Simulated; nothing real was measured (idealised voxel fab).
process module | voxel transistor to metal
cross-section cut | 205 nm wide | cells 5 nm
A cross-section is a grid of square cells, given in bands from the top down. A band is one or more rows of cells.
Each band's line starts with the height of the band's top and of its bottom, in nm. Then come its materials from left to right, each with its width in nm. One material with "throughout" fills the band from edge to edge. "air" is empty space.
Height 0 is the level under which the wafer as received is all one material. The lowest band goes on downwards, as in "0 down".
A width such as "30 to 40" changes by the same amount from each row of cells to the next, from the band's top row to its bottom row.
"no change" after a step means that no cell of the cross-section changed.
closed voids: empty space of 8 cells or more with no open way to the top, each as width x height at its distance from the left edge, in nm
after a step's settings: what the simulator itself notes on the step
overlay nm, on a step with a mask: how far to the right of its planned place the mask lay; to the left if negative
plan
1 op RECEIVE | material Si
2 op OXIDIZE | depth nm 5
3 op CONFORMAL_DEP | material SiN | thk nm 10
4 op PATTERN | tone cover | mask id ACTIVE | material resist | width nm 110 | thk nm 15 | overlay nm 0
5 op DIRECTIONAL_ETCH | etch materials SiN | depth nm 10
6 op DIRECTIONAL_ETCH | etch materials SiO2 | depth nm 5
7 op DIRECTIONAL_ETCH | etch materials Si | depth nm 35
8 op STRIP | etch materials resist
9 op OXIDIZE | depth nm 5
10 op FILL_DEP | material SiO2 | thk nm 15
11 op CMP | height nm 10
12 op SELECTIVE_ETCH | etch materials SiO2 | depth nm 10
13 op STRIP | etch materials SiN
14 op SELECTIVE_ETCH | etch materials SiO2 | depth nm 5
15 op OXIDIZE | depth nm 5
16 op DIRECTIONAL_DEP | material polySi | thk nm 25
17 op DIRECTIONAL_DEP | material SiCN | thk nm 15
18 op MASKED_ETCH | tone cover | mask id GATE | width nm 20 | etch materials SiCN | depth nm 25 | overlay nm 0
19 op MASKED_ETCH | tone cover | mask id GATE | width nm 20 | etch materials polySi | depth nm 35 | overlay nm 0
20 op CONFORMAL_DEP | material SiN | thk nm 5
21 op DIRECTIONAL_ETCH | etch materials SiN | depth nm 5
22 op DIRECTIONAL_ETCH | etch materials SiO2 | depth nm 5
23 op DIRECTIONAL_ETCH | etch materials Si | depth nm 5
24 op EPI | material pSi | thk nm 10
25 op FILL_DEP | material SiO2 | thk nm 10
26 op CMP | height nm 35
27 op DIRECTIONAL_DEP | material SiO2 | thk nm 10
28 op DIRECTIONAL_DEP | material aC | thk nm 15
29 op PATTERN | tone open | mask id CONTACT | material resist | width nm 15 | pitch nm 75 | thk nm 30 | overlay nm 0
30 op DIRECTIONAL_ETCH | etch materials aC | depth nm 15
31 op STRIP | etch materials resist
32 op DIRECTIONAL_ETCH | etch materials SiO2 | depth nm 50
33 op STRIP | etch materials aC
34 op CONFORMAL_DEP | material TiN | thk nm 5
35 op FILL_DEP | material W | thk nm 5
36 op CMP | height nm 45
37 op DIRECTIONAL_DEP | material TiN | thk nm 5
38 op DIRECTIONAL_DEP | material W | thk nm 25
39 op PATTERN | tone cover | mask id METAL_1 | material resist | width nm 15 | pitch nm 75 | thk nm 15 | overlay nm 0
40 op DIRECTIONAL_ETCH | etch materials W | depth nm 25
41 op DIRECTIONAL_ETCH | etch materials TiN | depth nm 5
42 op STRIP | etch materials resist
43 op FILL_DEP | material lowk | thk nm 10
44 op CMP | height nm 75
45 op CONFORMAL_DEP | material SiCN | thk nm 5
46 op DIRECTIONAL_DEP | material lowk | thk nm 35
47 op MASKED_ETCH | tone open | mask id METAL_2 | width nm 15 | pitch nm 75 | etch materials lowk | depth nm 20 | overlay nm 0
48 op MASKED_ETCH | tone open | mask id METAL_2_HOLES | width nm 15 | pitch nm 75 | etch materials lowk | depth nm 15 | overlay nm 0
49 op MASKED_ETCH | tone open | mask id METAL_2_HOLES | width nm 15 | pitch nm 75 | etch materials SiCN | depth nm 5 | overlay nm 0
50 op CONFORMAL_DEP | material TiN | thk nm 5
51 op FILL_DEP | material Cu | thk nm 5
52 op CMP | height nm 115
53 op CONFORMAL_DEP | material SiN | thk nm 5
first wafer, as planned
as received, after step 1
  0 down: Si throughout
  closed voids: none
after step 2
  0 to -5: SiO2 throughout
  below -5: unchanged
after step 3
  10 to 0: SiN throughout
  below 0: unchanged
after step 4
  25 to 10: air 45 | resist 110 | air 50
  below 10: unchanged
after step 5
  25 to 10: air 45 | resist 110 | air 50
  10 to 0: air 45 | SiN 110 | air 50
  below 0: unchanged
after step 6
  25 to 10: air 45 | resist 110 | air 50
  10 to 0: air 45 | SiN 110 | air 50
  0 to -5: air 45 | SiO2 110 | air 50
  below -5: unchanged
after step 7
  25 to 10: air 45 | resist 110 | air 50
  10 to 0: air 45 | SiN 110 | air 50
  0 to -5: air 45 | SiO2 110 | air 50
  -5 to -40: air 45 | Si 110 | air 50
  below -40: unchanged
after step 8
  10 to 0: air 45 | SiN 110 | air 50
  below 0: unchanged
after step 9
  10 to 0: air 45 | SiN 110 | air 50
  0 to -5: air 45 | SiO2 110 | air 50
  -5 to -40: air 45 | SiO2 5 | Si 100 | SiO2 5 | air 50
  -40 to -45: SiO2 50 | Si 100 | SiO2 55
  below -45: unchanged
after step 10
  25 to 10: SiO2 throughout
  10 to 0: SiO2 45 | SiN 110 | SiO2 50
  0 to -5: SiO2 throughout
  -5 to -45: SiO2 50 | Si 100 | SiO2 55
  below -45: unchanged
after step 11
  10 to 0: SiO2 45 | SiN 110 | SiO2 50
  below 0: unchanged
after step 12
  10 to 0: air 45 | SiN 110 | air 50
  below 0: unchanged
after step 13
  0 to -5: SiO2 throughout
  below -5: unchanged
after step 14
  -5 to -45: SiO2 50 | Si 100 | SiO2 55
  below -45: unchanged
after step 15
  -5 to -10: SiO2 throughout
  below -10: unchanged
after step 16
  20 to -5: polySi throughout
  below -5: unchanged
after step 17
  35 to 20: SiCN throughout
  below 20: unchanged
after step 18
  35 to 20: air 90 | SiCN 20 | air 95
  below 20: unchanged
after step 19
  35 to 20: air 90 | SiCN 20 | air 95
  20 to -5: air 90 | polySi 20 | air 95
  below -5: unchanged
after step 20
  40 to 35: air 85 | SiN 30 | air 90
  35 to 20: air 85 | SiN 5 | SiCN 20 | SiN 5 | air 90
  20 to 0: air 85 | SiN 5 | polySi 20 | SiN 5 | air 90
  0 to -5: SiN 90 | polySi 20 | SiN 95
  below -5: unchanged
after step 21
  35 to 20: air 85 | SiN 5 | SiCN 20 | SiN 5 | air 90
  20 to -5: air 85 | SiN 5 | polySi 20 | SiN 5 | air 90
  below -5: unchanged
after step 22
  35 to 20: air 85 | SiN 5 | SiCN 20 | SiN 5 | air 90
  20 to -5: air 85 | SiN 5 | polySi 20 | SiN 5 | air 90
  -5 to -10: air 85 | SiO2 30 | air 90
  below -10: unchanged
after step 23
  35 to 20: air 85 | SiN 5 | SiCN 20 | SiN 5 | air 90
  20 to -5: air 85 | SiN 5 | polySi 20 | SiN 5 | air 90
  -5 to -10: air 85 | SiO2 30 | air 90
  -10 to -15: SiO2 50 | air 35 | Si 30 | air 35 | SiO2 55
  below -15: unchanged
after step 24
  35 to 20: air 85 | SiN 5 | SiCN 20 | SiN 5 | air 90
  20 to 0: air 85 | SiN 5 | polySi 20 | SiN 5 | air 90
  0 to -5: air 75 | pSi 10 | SiN 5 | polySi 20 | SiN 5 | pSi 10 | air 80
  -5 to -10: air 45 | pSi 40 | SiO2 30 | pSi 40 | air 50
  -10 to -15: SiO2 50 | pSi 35 | Si 30 | pSi 35 | SiO2 55
  below -15: unchanged
after step 25
  45 to 35: SiO2 throughout
  35 to 20: SiO2 85 | SiN 5 | SiCN 20 | SiN 5 | SiO2 90
  20 to 0: SiO2 85 | SiN 5 | polySi 20 | SiN 5 | SiO2 90
  0 to -5: SiO2 75 | pSi 10 | SiN 5 | polySi 20 | SiN 5 | pSi 10 | SiO2 80
  -5 to -10: SiO2 45 | pSi 40 | SiO2 30 | pSi 40 | SiO2 50
  below -10: unchanged
after step 26
  35 to 20: SiO2 85 | SiN 5 | SiCN 20 | SiN 5 | SiO2 90
  below 20: unchanged
after step 27
  45 to 35: SiO2 throughout
  below 35: unchanged
after step 28
  60 to 45: aC throughout
  below 45: unchanged
after step 29
  90 to 60: resist 55 | air 15 | resist 60 | air 15 | resist 60
  below 60: unchanged
after step 30
  75 to 60: resist 55 | air 15 | resist 60 | air 15 | resist 60
  60 to 45: aC 55 | air 15 | aC 60 | air 15 | aC 60
  below 45: unchanged
after step 31
  60 to 45: aC 55 | air 15 | aC 60 | air 15 | aC 60
  below 45: unchanged
after step 32
  60 to 45: aC 55 | air 15 | aC 60 | air 15 | aC 60
  45 to 35: SiO2 55 | air 15 | SiO2 60 | air 15 | SiO2 60
  35 to 20: SiO2 55 | air 15 | SiO2 15 | SiN 5 | SiCN 20 | SiN 5 | SiO2 15 | air 15 | SiO2 60
  20 to 0: SiO2 55 | air 15 | SiO2 15 | SiN 5 | polySi 20 | SiN 5 | SiO2 15 | air 15 | SiO2 60
  0 to -5: SiO2 55 | air 15 | SiO2 5 | pSi 10 | SiN 5 | polySi 20 | SiN 5 | pSi 10 | SiO2 5 | air 15 | SiO2 60
  below -5: unchanged
after step 33
  45 to 35: SiO2 55 | air 15 | SiO2 60 | air 15 | SiO2 60
  below 35: unchanged
after step 34
  50 to 45: TiN 60 | air 5 | TiN 70 | air 5 | TiN 65
  45 to 35: SiO2 55 | TiN 5 | air 5 | TiN 5 | SiO2 60 | TiN 5 | air 5 | TiN 5 | SiO2 60
  35 to 20: SiO2 55 | TiN 5 | air 5 | TiN 5 | SiO2 15 | SiN 5 | SiCN 20 | SiN 5 | SiO2 15 | TiN 5 | air 5 | TiN 5 | SiO2 60
  20 to 0: SiO2 55 | TiN 5 | air 5 | TiN 5 | SiO2 15 | SiN 5 | polySi 20 | SiN 5 | SiO2 15 | TiN 5 | air 5 | TiN 5 | SiO2 60
  0 to -5: SiO2 55 | TiN 15 | SiO2 5 | pSi 10 | SiN 5 | polySi 20 | SiN 5 | pSi 10 | SiO2 5 | TiN 15 | SiO2 60
  below -5: unchanged
after step 35
  55 to 50: W throughout
  50 to 45: TiN 60 | W 5 | TiN 70 | W 5 | TiN 65
  45 to 35: SiO2 55 | TiN 5 | W 5 | TiN 5 | SiO2 60 | TiN 5 | W 5 | TiN 5 | SiO2 60
  35 to 20: SiO2 55 | TiN 5 | W 5 | TiN 5 | SiO2 15 | SiN 5 | SiCN 20 | SiN 5 | SiO2 15 | TiN 5 | W 5 | TiN 5 | SiO2 60
  20 to 0: SiO2 55 | TiN 5 | W 5 | TiN 5 | SiO2 15 | SiN 5 | polySi 20 | SiN 5 | SiO2 15 | TiN 5 | W 5 | TiN 5 | SiO2 60
  below 0: unchanged
after step 36
  45 to 35: SiO2 55 | TiN 5 | W 5 | TiN 5 | SiO2 60 | TiN 5 | W 5 | TiN 5 | SiO2 60
  below 35: unchanged
after step 37
  50 to 45: TiN throughout
  below 45: unchanged
after step 38
  75 to 50: W throughout
  below 50: unchanged
after step 39
  90 to 75: air 55 | resist 15 | air 60 | resist 15 | air 60
  below 75: unchanged
after step 40
  90 to 75: air 55 | resist 15 | air 60 | resist 15 | air 60
  75 to 50: air 55 | W 15 | air 60 | W 15 | air 60
  below 50: unchanged
after step 41
  90 to 75: air 55 | resist 15 | air 60 | resist 15 | air 60
  75 to 50: air 55 | W 15 | air 60 | W 15 | air 60
  50 to 45: air 55 | TiN 15 | air 60 | TiN 15 | air 60
  below 45: unchanged
after step 42
  75 to 50: air 55 | W 15 | air 60 | W 15 | air 60
  below 50: unchanged
after step 43
  85 to 75: lowk throughout
  75 to 50: lowk 55 | W 15 | lowk 60 | W 15 | lowk 60
  50 to 45: lowk 55 | TiN 15 | lowk 60 | TiN 15 | lowk 60
  below 45: unchanged
after step 44
  75 to 50: lowk 55 | W 15 | lowk 60 | W 15 | lowk 60
  below 50: unchanged
after step 45
  80 to 75: SiCN throughout
  below 75: unchanged
after step 46
  115 to 80: lowk throughout
  below 80: unchanged
after step 47
  115 to 95: lowk 55 | air 15 | lowk 60 | air 15 | lowk 60
  below 95: unchanged
after step 48
  115 to 80: lowk 55 | air 15 | lowk 60 | air 15 | lowk 60
  below 80: unchanged
after step 49
  115 to 80: lowk 55 | air 15 | lowk 60 | air 15 | lowk 60
  80 to 75: SiCN 55 | air 15 | SiCN 60 | air 15 | SiCN 60
  below 75: unchanged
after step 50
  120 to 115: TiN 60 | air 5 | TiN 70 | air 5 | TiN 65
  115 to 80: lowk 55 | TiN 5 | air 5 | TiN 5 | lowk 60 | TiN 5 | air 5 | TiN 5 | lowk 60
  80 to 75: SiCN 55 | TiN 15 | SiCN 60 | TiN 15 | SiCN 60
  below 75: unchanged
after step 51
  125 to 120: Cu throughout
  120 to 115: TiN 60 | Cu 5 | TiN 70 | Cu 5 | TiN 65
  115 to 80: lowk 55 | TiN 5 | Cu 5 | TiN 5 | lowk 60 | TiN 5 | Cu 5 | TiN 5 | lowk 60
  below 80: unchanged
after step 52
  115 to 80: lowk 55 | TiN 5 | Cu 5 | TiN 5 | lowk 60 | TiN 5 | Cu 5 | TiN 5 | lowk 60
  below 80: unchanged
after step 53
  120 to 115: SiN throughout
  below 115: unchanged
second wafer: like start, like plan, one mistake. Through step 3 it matches the first wafer
when step 4 should have ended
  25 to 10: air 40 | resist 120 | air 45
  below 10: unchanged
when step 5 should have ended
  25 to 10: air 40 | resist 120 | air 45
  10 to 0: air 40 | SiN 120 | air 45
  below 0: unchanged
when step 6 should have ended
  25 to 10: air 40 | resist 120 | air 45
  10 to 0: air 40 | SiN 120 | air 45
  0 to -5: air 40 | SiO2 120 | air 45
  below -5: unchanged
when step 7 should have ended
  25 to 10: air 40 | resist 120 | air 45
  10 to 0: air 40 | SiN 120 | air 45
  0 to -5: air 40 | SiO2 120 | air 45
  -5 to -40: air 40 | Si 120 | air 45
  below -40: unchanged
when step 8 should have ended
  10 to 0: air 40 | SiN 120 | air 45
  below 0: unchanged
when step 9 should have ended
  10 to 0: air 40 | SiN 120 | air 45
  0 to -5: air 40 | SiO2 120 | air 45
  -5 to -40: air 40 | SiO2 5 | Si 110 | SiO2 5 | air 45
  -40 to -45: SiO2 45 | Si 110 | SiO2 50
  below -45: unchanged
when step 10 should have ended
  25 to 10: SiO2 throughout
  10 to 0: SiO2 40 | SiN 120 | SiO2 45
  0 to -5: SiO2 throughout
  -5 to -45: SiO2 45 | Si 110 | SiO2 50
  below -45: unchanged
when step 11 should have ended
  10 to 0: SiO2 40 | SiN 120 | SiO2 45
  below 0: unchanged
when step 12 should have ended
  10 to 0: air 40 | SiN 120 | air 45
  below 0: unchanged
when step 13 should have ended
  0 to -5: SiO2 throughout
  below -5: unchanged
when step 14 should have ended
  -5 to -45: SiO2 45 | Si 110 | SiO2 50
  below -45: unchanged
when step 15 should have ended
  -5 to -10: SiO2 throughout
  below -10: unchanged
when step 16 should have ended
  20 to -5: polySi throughout
  below -5: unchanged
when step 17 should have ended
  35 to 20: SiCN throughout
  below 20: unchanged
when step 18 should have ended
  35 to 20: air 90 | SiCN 20 | air 95
  below 20: unchanged
when step 19 should have ended
  35 to 20: air 90 | SiCN 20 | air 95
  20 to -5: air 90 | polySi 20 | air 95
  below -5: unchanged
when step 20 should have ended
  40 to 35: air 85 | SiN 30 | air 90
  35 to 20: air 85 | SiN 5 | SiCN 20 | SiN 5 | air 90
  20 to 0: air 85 | SiN 5 | polySi 20 | SiN 5 | air 90
  0 to -5: SiN 90 | polySi 20 | SiN 95
  below -5: unchanged
when step 21 should have ended
  35 to 20: air 85 | SiN 5 | SiCN 20 | SiN 5 | air 90
  20 to -5: air 85 | SiN 5 | polySi 20 | SiN 5 | air 90
  below -5: unchanged
when step 22 should have ended
  35 to 20: air 85 | SiN 5 | SiCN 20 | SiN 5 | air 90
  20 to -5: air 85 | SiN 5 | polySi 20 | SiN 5 | air 90
  -5 to -10: air 85 | SiO2 30 | air 90
  below -10: unchanged
when step 23 should have ended
  35 to 20: air 85 | SiN 5 | SiCN 20 | SiN 5 | air 90
  20 to -5: air 85 | SiN 5 | polySi 20 | SiN 5 | air 90
  -5 to -10: air 85 | SiO2 30 | air 90
  -10 to -15: SiO2 45 | air 40 | Si 30 | air 40 | SiO2 50
  below -15: unchanged
when step 24 should have ended
  35 to 20: air 85 | SiN 5 | SiCN 20 | SiN 5 | air 90
  20 to 0: air 85 | SiN 5 | polySi 20 | SiN 5 | air 90
  0 to -5: air 75 | pSi 10 | SiN 5 | polySi 20 | SiN 5 | pSi 10 | air 80
  -5 to -10: air 40 | pSi 45 | SiO2 30 | pSi 45 | air 45
  -10 to -15: SiO2 45 | pSi 40 | Si 30 | pSi 40 | SiO2 50
  below -15: unchanged
when step 25 should have ended
  45 to 35: SiO2 throughout
  35 to 20: SiO2 85 | SiN 5 | SiCN 20 | SiN 5 | SiO2 90
  20 to 0: SiO2 85 | SiN 5 | polySi 20 | SiN 5 | SiO2 90
  0 to -5: SiO2 75 | pSi 10 | SiN 5 | polySi 20 | SiN 5 | pSi 10 | SiO2 80
  -5 to -10: SiO2 40 | pSi 45 | SiO2 30 | pSi 45 | SiO2 45
  below -10: unchanged
when step 26 should have ended
  35 to 20: SiO2 85 | SiN 5 | SiCN 20 | SiN 5 | SiO2 90
  below 20: unchanged
when step 27 should have ended
  45 to 35: SiO2 throughout
  below 35: unchanged
when step 28 should have ended
  60 to 45: aC throughout
  below 45: unchanged
when step 29 should have ended
  90 to 60: resist 55 | air 15 | resist 60 | air 15 | resist 60
  below 60: unchanged
when step 30 should have ended
  75 to 60: resist 55 | air 15 | resist 60 | air 15 | resist 60
  60 to 45: aC 55 | air 15 | aC 60 | air 15 | aC 60
  below 45: unchanged
when step 31 should have ended
  60 to 45: aC 55 | air 15 | aC 60 | air 15 | aC 60
  below 45: unchanged
when step 32 should have ended
  60 to 45: aC 55 | air 15 | aC 60 | air 15 | aC 60
  45 to 35: SiO2 55 | air 15 | SiO2 60 | air 15 | SiO2 60
  35 to 20: SiO2 55 | air 15 | SiO2 15 | SiN 5 | SiCN 20 | SiN 5 | SiO2 15 | air 15 | SiO2 60
  20 to 0: SiO2 55 | air 15 | SiO2 15 | SiN 5 | polySi 20 | SiN 5 | SiO2 15 | air 15 | SiO2 60
  0 to -5: SiO2 55 | air 15 | SiO2 5 | pSi 10 | SiN 5 | polySi 20 | SiN 5 | pSi 10 | SiO2 5 | air 15 | SiO2 60
  below -5: unchanged
when step 33 should have ended
  45 to 35: SiO2 55 | air 15 | SiO2 60 | air 15 | SiO2 60
  below 35: unchanged
when step 34 should have ended
  50 to 45: TiN 60 | air 5 | TiN 70 | air 5 | TiN 65
  45 to 35: SiO2 55 | TiN 5 | air 5 | TiN 5 | SiO2 60 | TiN 5 | air 5 | TiN 5 | SiO2 60
  35 to 20: SiO2 55 | TiN 5 | air 5 | TiN 5 | SiO2 15 | SiN 5 | SiCN 20 | SiN 5 | SiO2 15 | TiN 5 | air 5 | TiN 5 | SiO2 60
  20 to 0: SiO2 55 | TiN 5 | air 5 | TiN 5 | SiO2 15 | SiN 5 | polySi 20 | SiN 5 | SiO2 15 | TiN 5 | air 5 | TiN 5 | SiO2 60
  0 to -5: SiO2 55 | TiN 15 | SiO2 5 | pSi 10 | SiN 5 | polySi 20 | SiN 5 | pSi 10 | SiO2 5 | TiN 15 | SiO2 60
  below -5: unchanged
when step 35 should have ended
  55 to 50: W throughout
  50 to 45: TiN 60 | W 5 | TiN 70 | W 5 | TiN 65
  45 to 35: SiO2 55 | TiN 5 | W 5 | TiN 5 | SiO2 60 | TiN 5 | W 5 | TiN 5 | SiO2 60
  35 to 20: SiO2 55 | TiN 5 | W 5 | TiN 5 | SiO2 15 | SiN 5 | SiCN 20 | SiN 5 | SiO2 15 | TiN 5 | W 5 | TiN 5 | SiO2 60
  20 to 0: SiO2 55 | TiN 5 | W 5 | TiN 5 | SiO2 15 | SiN 5 | polySi 20 | SiN 5 | SiO2 15 | TiN 5 | W 5 | TiN 5 | SiO2 60
  below 0: unchanged
when step 36 should have ended
  45 to 35: SiO2 55 | TiN 5 | W 5 | TiN 5 | SiO2 60 | TiN 5 | W 5 | TiN 5 | SiO2 60
  below 35: unchanged
when step 37 should have ended
  50 to 45: TiN throughout
  below 45: unchanged
when step 38 should have ended
  75 to 50: W throughout
  below 50: unchanged
when step 39 should have ended
  90 to 75: air 55 | resist 15 | air 60 | resist 15 | air 60
  below 75: unchanged
when step 40 should have ended
  90 to 75: air 55 | resist 15 | air 60 | resist 15 | air 60
  75 to 50: air 55 | W 15 | air 60 | W 15 | air 60
  below 50: unchanged
when step 41 should have ended
  90 to 75: air 55 | resist 15 | air 60 | resist 15 | air 60
  75 to 50: air 55 | W 15 | air 60 | W 15 | air 60
  50 to 45: air 55 | TiN 15 | air 60 | TiN 15 | air 60
  below 45: unchanged
when step 42 should have ended
  75 to 50: air 55 | W 15 | air 60 | W 15 | air 60
  below 50: unchanged
when step 43 should have ended
  85 to 75: lowk throughout
  75 to 50: lowk 55 | W 15 | lowk 60 | W 15 | lowk 60
  50 to 45: lowk 55 | TiN 15 | lowk 60 | TiN 15 | lowk 60
  below 45: unchanged
when step 44 should have ended
  75 to 50: lowk 55 | W 15 | lowk 60 | W 15 | lowk 60
  below 50: unchanged
when step 45 should have ended
  80 to 75: SiCN throughout
  below 75: unchanged
when step 46 should have ended
  115 to 80: lowk throughout
  below 80: unchanged
when step 47 should have ended
  115 to 95: lowk 55 | air 15 | lowk 60 | air 15 | lowk 60
  below 95: unchanged
when step 48 should have ended
  115 to 80: lowk 55 | air 15 | lowk 60 | air 15 | lowk 60
  below 80: unchanged
when step 49 should have ended
  115 to 80: lowk 55 | air 15 | lowk 60 | air 15 | lowk 60
  80 to 75: SiCN 55 | air 15 | SiCN 60 | air 15 | SiCN 60
  below 75: unchanged
when step 50 should have ended
  120 to 115: TiN 60 | air 5 | TiN 70 | air 5 | TiN 65
  115 to 80: lowk 55 | TiN 5 | air 5 | TiN 5 | lowk 60 | TiN 5 | air 5 | TiN 5 | lowk 60
  80 to 75: SiCN 55 | TiN 15 | SiCN 60 | TiN 15 | SiCN 60
  below 75: unchanged
when step 51 should have ended
  125 to 120: Cu throughout
  120 to 115: TiN 60 | Cu 5 | TiN 70 | Cu 5 | TiN 65
  115 to 80: lowk 55 | TiN 5 | Cu 5 | TiN 5 | lowk 60 | TiN 5 | Cu 5 | TiN 5 | lowk 60
  below 80: unchanged
when step 52 should have ended
  115 to 80: lowk 55 | TiN 5 | Cu 5 | TiN 5 | lowk 60 | TiN 5 | Cu 5 | TiN 5 | lowk 60
  below 80: unchanged
when step 53 should have ended
  120 to 115: SiN throughout
  below 115: unchanged
what went wrong: step 4 ran as: op PATTERN | tone cover | mask id ACTIVE | material resist | width nm 120 | thk nm 15 | overlay nm 0
at the end the second wafer has, in cells: 12 more of Si | 16 fewer of SiO2 | 4 more of pSi
